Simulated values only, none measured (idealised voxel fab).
This is a process module. Its name is voxel spacer lines.
This is section cut - it's 240 nm across, gridded in 5 nm square cells.
When this document writes out a cross-section, it uses a grid of square cells and lists it as bands, beginning at the top and moving down, with a band standing for one or more rows of cells.
Band: top and bottom heights (nm) first, top before bottom; then materials from left to right, widths in nm. "edge to edge" marks a sole material filling the band edge to edge. "air" denotes empty space.
Counting heights begins at 0, where everything beneath is, in the wafer as received, one material. The lowest band has no bottom; it goes on downwards, as "z 0 and below" shows.
A two-number width, for instance "30->40", indicates that the width is equal to the first number in the top row of the band and to the second number in the bottom row, and that it changes by a constant amount per row of cells.
Take "left unchanged" at face value: in the step it is given for, the cross-section changed in none of its cells.
You'll see "Fully sealed cavities" listing empty spaces that have no way open to the top, as long as they're 8 cells or more; the notation is width x height at distance, where the distance is from the left edge, and all of it is in nm.
Step line, after settings: the simulator's comment on this step.
The optional step-line setting "overlay nm" applies to steps with a mask and quantifies how far to the right of its planned location the mask lay, a negative value indicating leftward placement.
Steps planned for the process
step 1: RECEIVE [material Si]
step 2: CONFORMAL_DEP [material Al2O3] [thk nm 10]
step 3: DIRECTIONAL_DEP [material polySi] [thk nm 20]
step 4: DIRECTIONAL_DEP [material aC] [thk nm 30]
step 5: PATTERN [tone cover] [mask id MANDREL] [material resist] [width nm 20] [pitch nm 60] [thk nm 40] [overlay nm 0]
step 6: DIRECTIONAL_ETCH [etch materials aC] [depth nm 30]
step 7: STRIP [etch materials resist]
step 8: CONFORMAL_DEP [material SiO2] [thk nm 10]
step 9: DIRECTIONAL_ETCH [etch materials SiO2] [depth nm 10]
step 10: STRIP [etch materials aC]
step 11: DIRECTIONAL_ETCH [etch materials polySi] [depth nm 20]
step 12: STRIP [etch materials SiO2]
Wafer, first of two, run as planned
Wafer at receipt (post step 1), cross-section
    z 0 and below  Si edge to edge
    Fully sealed cavities: none
After step 2, in cross-section
    z 10 to 0  Al2O3 edge to edge
    Under 0: no change, same as before.
After step 3, in cross-section
    z 30 to 10  polySi edge to edge
    Under 10: no change, same as before.
After step 4, in cross-section
    z 60 to 30  aC edge to edge
    Under 30: no change, same as before.
After step 5, in cross-section
    z 100 to 60  air 50 | resist 20 | air 40 | resist 20 | air 40 | resist 20 | air 50
    Under 60: no change, same as before.
After step 6, in cross-section
    z 70 to 60  air 50 | resist 20 | air 40 | resist 20 | air 40 | resist 20 | air 50
    z 60 to 30  air 50 | aC 20 | air 40 | aC 20 | air 40 | aC 20 | air 50
    Under 30: no change, same as before.
After step 7, in cross-section
    z 60 to 30  air 50 | aC 20 | air 40 | aC 20 | air 40 | aC 20 | air 50
    Under 30: no change, same as before.
After step 8, in cross-section
    z 70 to 60  air 40 | SiO2 40 | air 20 | SiO2 40 | air 20 | SiO2 40 | air 40
    z 60 to 40  air 40 | SiO2 10 | aC 20 | SiO2 10 | air 20 | SiO2 10 | aC 20 | SiO2 10 | air 20 | SiO2 10 | aC 20 | SiO2 10 | air 40
    z 40 to 30  SiO2 50 | aC 20 | SiO2 40 | aC 20 | SiO2 40 | aC 20 | SiO2 50
    Under 30: no change, same as before.
After step 9, in cross-section
    z 60 to 30  air 40 | SiO2 10 | aC 20 | SiO2 10 | air 20 | SiO2 10 | aC 20 | SiO2 10 | air 20 | SiO2 10 | aC 20 | SiO2 10 | air 40
    Under 30: no change, same as before.
After step 10, in cross-section
    z 60 to 30  air 40 | SiO2 10 | air 20 | SiO2 10 | air 20 | SiO2 10 | air 20 | SiO2 10 | air 20 | SiO2 10 | air 20 | SiO2 10 | air 40
    Under 30: no change, same as before.
After step 11, in cross-section
    z 60 to 30  air 40 | SiO2 10 | air 20 | SiO2 10 | air 20 | SiO2 10 | air 20 | SiO2 10 | air 20 | SiO2 10 | air 20 | SiO2 10 | air 40
    z 30 to 10  air 40 | polySi 10 | air 20 | polySi 10 | air 20 | polySi 10 | air 20 | polySi 10 | air 20 | polySi 10 | air 20 | polySi 10 | air 40
    Under 10: no change, same as before.
After step 12, in cross-section
    z 30 to 10  air 40 | polySi 10 | air 20 | polySi 10 | air 20 | polySi 10 | air 20 | polySi 10 | air 20 | polySi 10 | air 20 | polySi 10 | air 40
    Under 10: no change, same as before.
Notes, second wafer: start = first wafer's, plan = first wafer's, execution had one mistake; history identical to first through step 4
Cross-section of the second wafer corresponding to the planned conclusion of step 5
    z 100 to 60  air 60 | resist 20 | air 40 | resist 20 | air 40 | resist 20 | air 40
    Under 60: no change, same as before.
Cross-section of the second wafer corresponding to the planned conclusion of step 6
    z 70 to 60  air 60 | resist 20 | air 40 | resist 20 | air 40 | resist 20 | air 40
    z 60 to 30  air 60 | aC 20 | air 40 | aC 20 | air 40 | aC 20 | air 40
    Under 30: no change, same as before.
Cross-section of the second wafer corresponding to the planned conclusion of step 7
    z 60 to 30  air 60 | aC 20 | air 40 | aC 20 | air 40 | aC 20 | air 40
    Under 30: no change, same as before.
Cross-section of the second wafer corresponding to the planned conclusion of step 8
    z 70 to 60  air 50 | SiO2 40 | air 20 | SiO2 40 | air 20 | SiO2 40 | air 30
    z 60 to 40  air 50 | SiO2 10 | aC 20 | SiO2 10 | air 20 | SiO2 10 | aC 20 | SiO2 10 | air 20 | SiO2 10 | aC 20 | SiO2 10 | air 30
    z 40 to 30  SiO2 60 | aC 20 | SiO2 40 | aC 20 | SiO2 40 | aC 20 | SiO2 40
    Under 30: no change, same as before.
Cross-section of the second wafer corresponding to the planned conclusion of step 9
    z 60 to 30  air 50 | SiO2 10 | aC 20 | SiO2 10 | air 20 | SiO2 10 | aC 20 | SiO2 10 | air 20 | SiO2 10 | aC 20 | SiO2 10 | air 30
    Under 30: no change, same as before.
Cross-section of the second wafer corresponding to the planned conclusion of step 10
    z 60 to 30  air 50 | SiO2 10 | air 20 | SiO2 10 | air 20 | SiO2 10 | air 20 | SiO2 10 | air 20 | SiO2 10 | air 20 | SiO2 10 | air 30
    Under 30: no change, same as before.
Cross-section of the second wafer corresponding to the planned conclusion of step 11
    z 60 to 30  air 50 | SiO2 10 | air 20 | SiO2 10 | air 20 | SiO2 10 | air 20 | SiO2 10 | air 20 | SiO2 10 | air 20 | SiO2 10 | air 30
    z 30 to 10  air 50 | polySi 10 | air 20 | polySi 10 | air 20 | polySi 10 | air 20 | polySi 10 | air 20 | polySi 10 | air 20 | polySi 10 | air 30
    Under 10: no change, same as before.
Cross-section of the second wafer corresponding to the planned conclusion of step 12
    z 30 to 10  air 50 | polySi 10 | air 20 | polySi 10 | air 20 | polySi 10 | air 20 | polySi 10 | air 20 | polySi 10 | air 20 | polySi 10 | air 30
    Under 10: no change, same as before.
Deviation noted in wafer processing: step 5 went in with a setting other than planned; the actual run was PATTERN [tone cover] [mask id MANDREL] [material resist] [width nm 20] [pitch nm 60] [thk nm 40] [overlay nm 10]
Same inventory, different map: at the end, the second wafer holds as many cells of each material as the first, placed elsewhere.
